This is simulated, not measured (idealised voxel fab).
process module | voxel transistor to metal
cross-section cut | 295 nm wide | cells 5 nm
A cross-section is a grid of square cells, given in bands from the top down. A band is one or more rows of cells.
Each band's line starts with the height of the band's top and of its bottom, in nm. Then come its materials from left to right, each with its width in nm. One material with "throughout" fills the band from edge to edge. "air" is empty space.
Height 0 is the level under which the wafer as received is all one material. The lowest band goes on downwards, as in "0 down".
A width such as "30 to 40" changes by the same amount from each row of cells to the next, from the band's top row to its bottom row.
"no change" after a step means that no cell of the cross-section changed.
closed voids: empty space of 8 cells or more with no open way to the top, each as width x height at its distance from the left edge, in nm
after a step's settings: what the simulator itself notes on the step
overlay nm, on a step with a mask: how far to the right of its planned place the mask lay; to the left if negative
plan
1 op RECEIVE | material Si
2 op CONFORMAL_DEP | material SiO2 | thk nm 5
3 op CONFORMAL_DEP | material SiN | thk nm 15
4 op PATTERN | tone cover | mask id ACTIVE | material resist | width nm 105 | pitch nm 130 | thk nm 20 | overlay nm 0
5 op DIRECTIONAL_ETCH | etch materials SiN | depth nm 15
6 op DIRECTIONAL_ETCH | etch materials SiO2 | depth nm 5
7 op DIRECTIONAL_ETCH | etch materials Si | depth nm 30
8 op STRIP | etch materials resist
9 op OXIDIZE | depth nm 5
10 op FILL_DEP | material SiO2 | thk nm 15
11 op CMP | height nm 20
12 op SELECTIVE_ETCH | etch materials SiO2 | depth nm 15
13 op STRIP | etch materials SiN
14 op SELECTIVE_ETCH | etch materials SiO2 | depth nm 5
15 op OXIDIZE | depth nm 5
16 op DIRECTIONAL_DEP | material polySi | thk nm 25
17 op DIRECTIONAL_DEP | material SiCN | thk nm 15
18 op DIRECTIONAL_DEP | material aC | thk nm 10
19 op PATTERN | tone cover | mask id GATE | material resist | width nm 25 | pitch nm 130 | thk nm 25 | overlay nm 0
20 op DIRECTIONAL_ETCH | etch materials aC | depth nm 10
21 op STRIP | etch materials resist
22 op DIRECTIONAL_ETCH | etch materials SiCN | depth nm 25
23 op DIRECTIONAL_ETCH | etch materials polySi | depth nm 35
24 op STRIP | etch materials aC
25 op CONFORMAL_DEP | material SiN | thk nm 5
26 op DIRECTIONAL_ETCH | etch materials SiN | depth nm 5
27 op DIRECTIONAL_ETCH | etch materials SiO2 | depth nm 5
28 op DIRECTIONAL_ETCH | etch materials Si | depth nm 10
29 op EPI | material nSi | thk nm 15
30 op FILL_DEP | material SiO2 | thk nm 5
31 op CMP | height nm 40
32 op DIRECTIONAL_DEP | material SiO2 | thk nm 10
33 op PATTERN | tone open | mask id CONTACT | material resist | width nm 30 | pitch nm 65 | thk nm 15 | overlay nm 0
34 op DIRECTIONAL_ETCH | etch materials SiO2 | depth nm 50
35 op STRIP | etch materials resist
36 op CONFORMAL_DEP | material TiN | thk nm 5
37 op FILL_DEP | material W | thk nm 5
38 op CMP | height nm 50
39 op DIRECTIONAL_DEP | material TiN | thk nm 5
40 op DIRECTIONAL_DEP | material Ru | thk nm 15
41 op MASKED_ETCH | tone cover | mask id METAL_1 | width nm 15 | etch materials Ru | depth nm 15 | overlay nm 0
42 op MASKED_ETCH | tone cover | mask id METAL_1 | width nm 15 | etch materials TiN | depth nm 5 | overlay nm 0
43 op CONFORMAL_DEP | material SiN | thk nm 5
44 op FILL_DEP | material SiO2 | thk nm 5
45 op CMP | height nm 70
46 op CONFORMAL_DEP | material SiCN | thk nm 5
47 op DIRECTIONAL_DEP | material SiO2 | thk nm 25
48 op DIRECTIONAL_DEP | material aC | thk nm 10
49 op PATTERN | tone open | mask id METAL_2 | material resist | width nm 15 | pitch nm 130 | thk nm 30 | overlay nm 0
50 op DIRECTIONAL_ETCH | etch materials aC | depth nm 10
51 op STRIP | etch materials resist
52 op DIRECTIONAL_ETCH | etch materials SiO2 | depth nm 15
53 op STRIP | etch materials aC
54 op MASKED_ETCH | tone open | mask id METAL_2_HOLES | width nm 15 | pitch nm 130 | etch materials SiO2 | depth nm 10 | overlay nm 0
55 op MASKED_ETCH | tone open | mask id METAL_2_HOLES | width nm 15 | pitch nm 130 | etch materials SiCN | depth nm 5 | overlay nm 0
56 op CONFORMAL_DEP | material TiN | thk nm 5
57 op FILL_DEP | material Ru | thk nm 10
58 op CMP | height nm 100
59 op CONFORMAL_DEP | material SiN | thk nm 5
as received, after step 1
  0 down: Si throughout
  closed voids: none
first wafer at the end, as planned
  105 to 100: SiN throughout
  100 to 75: SiO2 35 | TiN 5 | Ru 5 | TiN 5 | SiO2 115 | TiN 5 | Ru 5 | TiN 5 | SiO2 115
  75 to 70: SiCN 35 | TiN 15 | SiCN 115 | TiN 15 | SiCN 115
  70 to 55: SiO2 30 | SiN 5 | Ru 15 | SiN 5 | SiO2 55 | SiN 5 | Ru 15 | SiN 5 | SiO2 25 | SiN 5 | Ru 15 | SiN 5 | SiO2 55 | SiN 5 | Ru 15 | SiN 5 | SiO2 30
  55 to 50: SiN 35 | TiN 15 | SiN 65 | TiN 15 | SiN 35 | TiN 15 | SiN 65 | TiN 15 | SiN 35
  50 to 40: SiO2 35 | TiN 5 | W 20 | TiN 5 | SiO2 35 | TiN 5 | W 20 | TiN 5 | SiO2 35 | TiN 5 | W 20 | TiN 5 | SiO2 35 | TiN 5 | W 20 | TiN 5 | SiO2 35
  40 to 25: SiO2 35 | TiN 5 | W 20 | TiN 5 | SiN 5 | SiCN 25 | SiN 5 | TiN 5 | W 20 | TiN 5 | SiO2 35 | TiN 5 | W 20 | TiN 5 | SiN 5 | SiCN 25 | SiN 5 | TiN 5 | W 20 | TiN 5 | SiO2 35
  25 to 15: SiO2 35 | TiN 5 | W 20 | TiN 5 | SiN 5 | polySi 25 | SiN 5 | TiN 5 | W 20 | TiN 5 | SiO2 35 | TiN 5 | W 20 | TiN 5 | SiN 5 | polySi 25 | SiN 5 | TiN 5 | W 20 | TiN 5 | SiO2 35
  15 to 10: SiO2 35 | TiN 5 | W 5 | TiN 20 | SiN 5 | polySi 25 | SiN 5 | TiN 20 | W 5 | TiN 5 | SiO2 35 | TiN 5 | W 5 | TiN 20 | SiN 5 | polySi 25 | SiN 5 | TiN 20 | W 5 | TiN 5 | SiO2 35
  10 to 5: SiO2 35 | TiN 5 | W 5 | TiN 5 | nSi 15 | SiN 5 | polySi 25 | SiN 5 | nSi 15 | TiN 5 | W 5 | TiN 5 | SiO2 35 | TiN 5 | W 5 | TiN 5 | nSi 15 | SiN 5 | polySi 25 | SiN 5 | nSi 15 | TiN 5 | W 5 | TiN 5 | SiO2 35
  5 to 0: SiO2 35 | TiN 15 | nSi 15 | SiN 5 | polySi 25 | SiN 5 | nSi 15 | TiN 15 | SiO2 35 | TiN 15 | nSi 15 | SiN 5 | polySi 25 | SiN 5 | nSi 15 | TiN 15 | SiO2 35
  0 to -5: SiO2 30 | nSi 35 | SiO2 35 | nSi 35 | SiO2 25 | nSi 35 | SiO2 35 | nSi 35 | SiO2 30
  -5 to -15: SiO2 35 | nSi 30 | Si 35 | nSi 30 | SiO2 35 | nSi 30 | Si 35 | nSi 30 | SiO2 35
  -15 to -35: SiO2 35 | Si 95 | SiO2 35 | Si 95 | SiO2 35
  -35 down: Si throughout
  closed voids: none
second wafer at the end: like start, like plan, one mistake
  105 to 100: SiN throughout
  100 to 75: SiO2 35 | TiN 5 | Ru 5 | TiN 5 | SiO2 115 | TiN 5 | Ru 5 | TiN 5 | SiO2 115
  75 to 70: SiCN 35 | TiN 15 | SiCN 115 | TiN 15 | SiCN 115
  70 to 55: SiO2 30 | SiN 5 | Ru 15 | SiN 5 | SiO2 55 | SiN 5 | Ru 15 | SiN 5 | SiO2 25 | SiN 5 | Ru 15 | SiN 5 | SiO2 55 | SiN 5 | Ru 15 | SiN 5 | SiO2 30
  55 to 50: SiN 35 | TiN 15 | SiN 65 | TiN 15 | SiN 35 | TiN 15 | SiN 65 | TiN 15 | SiN 35
  50 to 40: SiO2 35 | TiN 5 | W 20 | TiN 5 | SiO2 35 | TiN 5 | W 20 | TiN 5 | SiO2 35 | TiN 5 | W 20 | TiN 5 | SiO2 35 | TiN 5 | W 20 | TiN 5 | SiO2 35
  40 to 25: SiO2 35 | TiN 5 | W 20 | TiN 5 | SiN 5 | SiCN 25 | SiN 5 | TiN 5 | W 20 | TiN 5 | SiO2 35 | TiN 5 | W 20 | TiN 5 | SiN 5 | SiCN 25 | SiN 5 | TiN 5 | W 20 | TiN 5 | SiO2 35
  25 to 15: SiO2 35 | TiN 5 | W 20 | TiN 5 | SiN 5 | polySi 25 | SiN 5 | TiN 5 | W 20 | TiN 5 | SiO2 35 | TiN 5 | W 20 | TiN 5 | SiN 5 | polySi 25 | SiN 5 | TiN 5 | W 20 | TiN 5 | SiO2 35
  15 to 10: SiO2 35 | TiN 5 | W 5 | TiN 20 | SiN 5 | polySi 25 | SiN 5 | TiN 20 | W 5 | TiN 5 | SiO2 35 | TiN 5 | W 5 | TiN 20 | SiN 5 | polySi 25 | SiN 5 | TiN 20 | W 5 | TiN 5 | SiO2 35
  10 to 5: SiO2 35 | TiN 5 | W 5 | TiN 5 | nSi 15 | SiN 5 | polySi 25 | SiN 5 | nSi 15 | TiN 5 | W 5 | TiN 5 | SiO2 35 | TiN 5 | W 5 | TiN 5 | nSi 15 | SiN 5 | polySi 25 | SiN 5 | nSi 15 | TiN 5 | W 5 | TiN 5 | SiO2 35
  5 to 0: SiO2 35 | TiN 15 | nSi 15 | SiN 5 | polySi 25 | SiN 5 | nSi 15 | TiN 15 | SiO2 35 | TiN 15 | nSi 15 | SiN 5 | polySi 25 | SiN 5 | nSi 15 | TiN 15 | SiO2 35
  0 to -5: SiO2 30 | SiN 5 | nSi 30 | SiO2 35 | nSi 30 | SiN 5 | SiO2 25 | SiN 5 | nSi 30 | SiO2 35 | nSi 30 | SiN 5 | SiO2 30
  -5 to -15: SiO2 30 | SiN 5 | SiO2 5 | nSi 25 | Si 35 | nSi 25 | SiO2 5 | SiN 5 | SiO2 25 | SiN 5 | SiO2 5 | nSi 25 | Si 35 | nSi 25 | SiO2 5 | SiN 5 | SiO2 30
  -15 to -20: SiO2 40 | Si 85 | SiO2 45 | Si 85 | SiO2 40
  -20 to -35: SiO2 35 | Si 95 | SiO2 35 | Si 95 | SiO2 35
  -35 down: Si throughout
  closed voids: none
what went wrong: step 12 was run twice
at the end the second wafer has, in cells: 4 fewer of Si | 12 more of SiN | 4 more of SiO2 | 12 fewer of nSi
